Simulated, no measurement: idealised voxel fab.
Process module name: voxel wiring stack
We display cut, a cross-section 170 nm in width whose square cells are each 5 nm.
Cross-sections here: square-cell grids, written as top-down lists of bands, a band being one or more rows of cells.
Top height, bottom height, nm. Materials left to right, width each, nm. Single material + "all across" = fills band edge to edge. "empty" = empty.
Measure heights from 0. That's the level where, below it, the as-received wafer is all one material. The lowest band is bottomless and extends downward; write it as in "0 nm and below".
A width given as "30..40" starts at the first number in the band's top row and ends at the second number in its bottom row, shifting by an equal amount at every step from row to row.
You'll sometimes find "identical to before" written for a step, and that's the way of saying that nowhere in the cross-section did a cell change during that step.
The list in "Non-vented voids" covers empty spaces of 8 cells or more that cannot reach the top through any open way, and it gives each as width x height at distance; the distance is from the left edge, and width, height and distance are in nm.
If you see something after the settings on a step's line, that's the simulator's own remark about that step.
The "overlay nm" setting may appear on a step's line; for a step that uses a mask, it gives how far to the right of its planned position the mask lay, and a negative value indicates the left.

These are the steps we planned for the process:
step 1: RECEIVE,material Si
step 2: CONFORMAL_DEP,material SiO2,thk nm 10
step 3: DIRECTIONAL_DEP,material TiN,thk nm 5
step 4: DIRECTIONAL_DEP,material W,thk nm 20
step 5: PATTERN,tone cover,mask id METAL_1,material resist,width nm 20,pitch nm 35,thk nm 15,overlay nm -15
step 6: DIRECTIONAL_ETCH,etch materials W,depth nm 20
step 7: DIRECTIONAL_ETCH,etch materials TiN,depth nm 5
step 8: STRIP,etch materials resist
step 9: CONFORMAL_DEP,material SiN,thk nm 5
step 10: FILL_DEP,material lowk,thk nm 10
step 11: CMP,height nm 35
step 12: CONFORMAL_DEP,material SiCN,thk nm 5
step 13: DIRECTIONAL_DEP,material SiO2,thk nm 10
step 14: DIRECTIONAL_DEP,material aC,thk nm 10
step 15: PATTERN,tone open,mask id PLUG_1,material resist,width nm 15,pitch nm 35,thk nm 25,overlay nm 0
step 16: DIRECTIONAL_ETCH,etch materials aC,depth nm 10
step 17: STRIP,etch materials resist
step 18: DIRECTIONAL_ETCH,etch materials SiO2,depth nm 10
step 19: DIRECTIONAL_ETCH,etch materials SiCN,depth nm 5
step 20: STRIP,etch materials aC
step 21: CONFORMAL_DEP,material TiN,thk nm 5
step 22: FILL_DEP,material Ru,thk nm 5
step 23: CMP,height nm 50
step 24: DIRECTIONAL_DEP,material TiN,thk nm 5
step 25: DIRECTIONAL_DEP,material Ru,thk nm 15
step 26: MASKED_ETCH,tone cover,mask id METAL_2,width nm 20,pitch nm 35,etch materials Ru,depth nm 15,overlay nm 0
step 27: MASKED_ETCH,tone cover,mask id METAL_2,width nm 20,pitch nm 35,etch materials TiN,depth nm 5,overlay nm 0
step 28: FILL_DEP,material SiO2,thk nm 5
step 29: CMP,height nm 70
step 30: CONFORMAL_DEP,material SiCN,thk nm 5
step 31: DIRECTIONAL_DEP,material SiO2,thk nm 20
step 32: DIRECTIONAL_DEP,material aC,thk nm 15
step 33: PATTERN,tone open,mask id PLUG_2,material resist,width nm 15,pitch nm 35,thk nm 35,overlay nm 0
step 34: DIRECTIONAL_ETCH,etch materials aC,depth nm 15
step 35: STRIP,etch materials resist
step 36: DIRECTIONAL_ETCH,etch materials SiO2,depth nm 20
step 37: DIRECTIONAL_ETCH,etch materials SiCN,depth nm 5
step 38: STRIP,etch materials aC
step 39: CONFORMAL_DEP,material TiN,thk nm 5
step 40: FILL_DEP,material Ru,thk nm 5
step 41: CMP,height nm 95
step 42: DIRECTIONAL_DEP,material TiN,thk nm 5
step 43: DIRECTIONAL_DEP,material W,thk nm 15
step 44: MASKED_ETCH,tone cover,mask id METAL_3,width nm 20,pitch nm 35,etch materials W,depth nm 15,overlay nm 0
step 45: MASKED_ETCH,tone cover,mask id METAL_3,width nm 20,pitch nm 35,etch materials TiN,depth nm 5,overlay nm 0
step 46: FILL_DEP,material SiO2,thk nm 10
step 47: CMP,height nm 115
step 48: CONFORMAL_DEP,material SiN,thk nm 5
The value of overlay nm given for step 5 in the plan refers to the first wafer; the wafers vary in this setting and are alike at the start.

Cross-sectional view of the first of several wafers in the as-received condition, corresponding to the state following step 1:
0 nm and below | Si all across
Non-vented voids: none

Each row below is a wafer at the end of the module, listing for every material the number of cells it has gained (+) or lost (-) since it was received, followed by its closed voids:
overlay nm -15, +36 Ru, +56 SiCN, +76 SiN, +444 SiO2, +60 TiN, +56 W, +88 lowk, Non-vented voids: none
overlay nm -10, +36 Ru, +56 SiCN, +76 SiN, +444 SiO2, +60 TiN, +56 W, +88 lowk, Non-vented voids: none
overlay nm -5, +36 Ru, +56 SiCN, +76 SiN, +444 SiO2, +60 TiN, +56 W, +88 lowk, Non-vented voids: none
overlay nm 0, +36 Ru, +56 SiCN, +76 SiN, +444 SiO2, +60 TiN, +56 W, +88 lowk, Non-vented voids: none
overlay nm 5, +36 Ru, +56 SiCN, +76 SiN, +444 SiO2, +60 TiN, +56 W, +88 lowk, Non-vented voids: none
overlay nm 10, +36 Ru, +56 SiCN, +76 SiN, +444 SiO2, +60 TiN, +56 W, +88 lowk, Non-vented voids: none
overlay nm 15, +36 Ru, +56 SiCN, +76 SiN, +444 SiO2, +60 TiN, +56 W, +88 lowk, Non-vented voids: none
